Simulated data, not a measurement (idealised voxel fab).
process module | voxel wiring stack
cross-section cut | 240 nm wide | cells 5 nm
A cross-section is a grid of square cells, given in bands from the top down. A band is one or more rows of cells.
Each band's line starts with the height of the band's top and of its bottom, in nm. Then come its materials from left to right, each with its width in nm. One material with "throughout" fills the band from edge to edge. "air" is empty space.
Height 0 is the level under which the wafer as received is all one material. The lowest band goes on downwards, as in "0 down".
A width such as "30 to 40" changes by the same amount from each row of cells to the next, from the band's top row to its bottom row.
"no change" after a step means that no cell of the cross-section changed.
closed voids: empty space of 8 cells or more with no open way to the top, each as width x height at its distance from the left edge, in nm
after a step's settings: what the simulator itself notes on the step
overlay nm, on a step with a mask: how far to the right of its planned place the mask lay; to the left if negative
plan
1 op RECEIVE | material Si
2 op CONFORMAL_DEP | material SiO2 | thk nm 15
3 op CONFORMAL_DEP | material SiN | thk nm 5
4 op DIRECTIONAL_DEP | material SiO2 | thk nm 20
5 op MASKED_ETCH | tone open | mask id METAL_1 | width nm 30 | pitch nm 50 | etch materials SiO2 | depth nm 20 | overlay nm 0
6 op MASKED_ETCH | tone open | mask id METAL_1 | width nm 30 | pitch nm 50 | etch materials SiN | depth nm 5 | overlay nm 0
7 op CONFORMAL_DEP | material TiN | thk nm 5
8 op FILL_DEP | material Cu | thk nm 5
9 op CMP | height nm 40
10 op CONFORMAL_DEP | material SiCN | thk nm 5
11 op DIRECTIONAL_DEP | material SiO2 | thk nm 15
12 op PATTERN | tone open | mask id PLUG_1 | material resist | width nm 15 | pitch nm 50 | thk nm 15 | overlay nm 0
13 op DIRECTIONAL_ETCH | etch materials SiO2 | depth nm 15
14 op DIRECTIONAL_ETCH | etch materials SiCN | depth nm 5
15 op STRIP | etch materials resist
16 op CONFORMAL_DEP | material TiN | thk nm 5
17 op FILL_DEP | material Ru | thk nm 5
18 op CMP | height nm 60
19 op DIRECTIONAL_DEP | material TiN | thk nm 5
20 op DIRECTIONAL_DEP | material Ru | thk nm 20
21 op DIRECTIONAL_DEP | material aC | thk nm 10
22 op PATTERN | tone cover | mask id METAL_2 | material resist | width nm 30 | pitch nm 50 | thk nm 25 | overlay nm 0
23 op DIRECTIONAL_ETCH | etch materials aC | depth nm 10
24 op STRIP | etch materials resist
25 op DIRECTIONAL_ETCH | etch materials Ru | depth nm 20
26 op DIRECTIONAL_ETCH | etch materials TiN | depth nm 5
27 op STRIP | etch materials aC
28 op CONFORMAL_DEP | material SiCN | thk nm 5
29 op FILL_DEP | material lowk | thk nm 5
30 op CMP | height nm 85
31 op CONFORMAL_DEP | material SiCN | thk nm 5
32 op DIRECTIONAL_DEP | material SiO2 | thk nm 30
33 op PATTERN | tone open | mask id METAL_3_HOLES | material resist | width nm 15 | pitch nm 100 | thk nm 15 | overlay nm 0
34 op DIRECTIONAL_ETCH | etch materials SiO2 | depth nm 30
35 op STRIP | etch materials resist
36 op PATTERN | tone open | mask id METAL_3 | material resist | width nm 30 | pitch nm 50 | thk nm 20 | overlay nm 0
37 op DIRECTIONAL_ETCH | etch materials SiO2 | depth nm 20
38 op DIRECTIONAL_ETCH | etch materials SiCN | depth nm 5
39 op STRIP | etch materials resist
40 op CONFORMAL_DEP | material TiN | thk nm 5
41 op FILL_DEP | material Cu | thk nm 10
42 op CMP | height nm 120
43 op CONFORMAL_DEP | material SiCN | thk nm 5
as received, after step 1
  0 down: Si throughout
  closed voids: none
first wafer at the end, as planned
  125 to 120: SiCN throughout
  120 to 105: SiO2 30 | TiN 5 | Cu 20 | TiN 5 | SiO2 20 | TiN 5 | Cu 20 | TiN 5 | SiO2 20 | TiN 5 | Cu 20 | TiN 5 | SiO2 20 | TiN 5 | Cu 20 | TiN 5 | SiO2 30
  105 to 100: SiO2 30 | TiN 5 | Cu 5 | TiN 20 | SiO2 20 | TiN 30 | SiO2 20 | TiN 5 | Cu 5 | TiN 20 | SiO2 20 | TiN 30 | SiO2 30
  100 to 90: SiO2 30 | TiN 5 | Cu 5 | TiN 5 | SiO2 85 | TiN 5 | Cu 5 | TiN 5 | SiO2 95
  90 to 85: SiCN 30 | TiN 15 | SiCN 85 | TiN 15 | SiCN 95
  85 to 65: lowk 25 | SiCN 5 | Ru 30 | SiCN 5 | lowk 10 | SiCN 5 | Ru 30 | SiCN 5 | lowk 10 | SiCN 5 | Ru 30 | SiCN 5 | lowk 10 | SiCN 5 | Ru 30 | SiCN 5 | lowk 25
  65 to 60: SiCN 30 | TiN 30 | SiCN 20 | TiN 30 | SiCN 20 | TiN 30 | SiCN 20 | TiN 30 | SiCN 30
  60 to 45: SiO2 30 | TiN 5 | Ru 5 | TiN 5 | SiO2 35 | TiN 5 | Ru 5 | TiN 5 | SiO2 35 | TiN 5 | Ru 5 | TiN 5 | SiO2 35 | TiN 5 | Ru 5 | TiN 5 | SiO2 45
  45 to 40: SiCN 30 | TiN 15 | SiCN 35 | TiN 15 | SiCN 35 | TiN 15 | SiCN 35 | TiN 15 | SiCN 45
  40 to 20: SiO2 30 | TiN 5 | Cu 20 | TiN 5 | SiO2 20 | TiN 5 | Cu 20 | TiN 5 | SiO2 20 | TiN 5 | Cu 20 | TiN 5 | SiO2 20 | TiN 5 | Cu 20 | TiN 5 | SiO2 30
  20 to 15: SiN 30 | TiN 30 | SiN 20 | TiN 30 | SiN 20 | TiN 30 | SiN 20 | TiN 30 | SiN 30
  15 to 0: SiO2 throughout
  0 down: Si throughout
  closed voids: none
second wafer at the end: like start, like plan, one mistake
  125 to 120: SiCN throughout
  120 to 105: SiO2 30 | TiN 5 | Cu 20 | TiN 5 | SiO2 20 | TiN 5 | Cu 20 | TiN 5 | SiO2 20 | TiN 5 | Cu 20 | TiN 5 | SiO2 20 | TiN 5 | Cu 20 | TiN 5 | SiO2 30
  105 to 100: SiO2 30 | TiN 5 | Cu 5 | TiN 20 | SiO2 20 | TiN 30 | SiO2 20 | TiN 5 | Cu 5 | TiN 20 | SiO2 20 | TiN 30 | SiO2 30
  100 to 90: SiO2 30 | TiN 5 | Cu 5 | TiN 5 | SiO2 85 | TiN 5 | Cu 5 | TiN 5 | SiO2 95
  90 to 85: SiCN 30 | TiN 15 | SiCN 85 | TiN 15 | SiCN 95
  85 to 80: SiCN 30 | TiN 30 | SiCN 20 | TiN 30 | SiCN 20 | TiN 30 | SiCN 20 | TiN 30 | SiCN 30
  80 to 60: Ru throughout
  60 to 45: SiO2 30 | TiN 5 | Ru 5 | TiN 5 | SiO2 35 | TiN 5 | Ru 5 | TiN 5 | SiO2 35 | TiN 5 | Ru 5 | TiN 5 | SiO2 35 | TiN 5 | Ru 5 | TiN 5 | SiO2 45
  45 to 40: SiCN 30 | TiN 15 | SiCN 35 | TiN 15 | SiCN 35 | TiN 15 | SiCN 35 | TiN 15 | SiCN 45
  40 to 20: SiO2 30 | TiN 5 | Cu 20 | TiN 5 | SiO2 20 | TiN 5 | Cu 20 | TiN 5 | SiO2 20 | TiN 5 | Cu 20 | TiN 5 | SiO2 20 | TiN 5 | Cu 20 | TiN 5 | SiO2 30
  20 to 15: SiN 30 | TiN 30 | SiN 20 | TiN 30 | SiN 20 | TiN 30 | SiN 20 | TiN 30 | SiN 30
  15 to 0: SiO2 throughout
  0 down: Si throughout
  closed voids: none
what went wrong: steps 19 and 20 were swapped
at the end the second wafer has, in cells: 96 more of Ru | 32 fewer of SiCN | 64 fewer of lowk
